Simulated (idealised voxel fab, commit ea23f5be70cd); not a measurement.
This section sets out a process module, namely voxel local oxidation.
Cross-sectional view cut (width: 265 nm; square cell size: 5 nm).
Cross-sections here: square-cell grids, written as top-down lists of bands, a band being one or more rows of cells. Read a band's entry like this: the first values are the height of its top and the height of its bottom in nm, and what follows is the sequence of materials from left to right, each with its width in nm. Note that "blank" is empty space, and that a single material marked "all across" reaches across the band from edge to edge. Convention: height 0 is the level below which the wafer, as received, is all one material. The lowest band does not terminate at the bottom but continues downward, represented as "z 0 and below". The width entry "30 to 40" should be interpreted row by row: the top row of cells in the band takes the first number, the bottom row takes the second number, and the change between adjacent rows is uniform throughout. When a step is marked "remained the same", none of the cells in the cross-section changed during that step. Entry "Enclosed voids" = empty spaces >= 8 cells with no open way to the top; each as width x height at distance, distance from left edge, all nm. Formally, on a step line, whatever follows the settings is a remark that the simulator itself makes on the step. The line of a step may include "overlay nm". On a step with a mask, this value is how far to the right of its planned place the mask lay. A negative value means the mask lay to the left.

# The planned process steps are enumerated hereunder
1. RECEIVE (material Si)
2. OXIDIZE (depth nm 5)
3. CONFORMAL_DEP (material SiN; thk nm 10)
4. MASKED_ETCH (tone cover; mask id ACTIVE; width nm 130; etch materials SiN; depth nm 10; overlay nm 0)
5. SELECTIVE_ETCH (etch materials SiO2; depth nm 5)
6. OXIDIZE (depth nm 15)
7. STRIP (etch materials SiN)

# Cross-section of the wafer as it came to us, i.e., already through step 1
    z 0 and below  Si all across
    Enclosed voids: none

# Post-module cross-section: identical start and plan to those above, one misstep in execution
    z 0 to -5  blank 80 nm, SiO2 120 nm, blank 65 nm
    z -5 to -20  SiO2 95 nm, Si 90 nm, SiO2 80 nm
    z -20 and below  Si all across
    Enclosed voids: none
The mistake made against the process plan was this: step 4 ran with different settings than intended, the actual operation and settings being MASKED_ETCH (tone cover; mask id ACTIVE; width nm 130; etch materials SiN; depth nm 10; overlay nm 10)
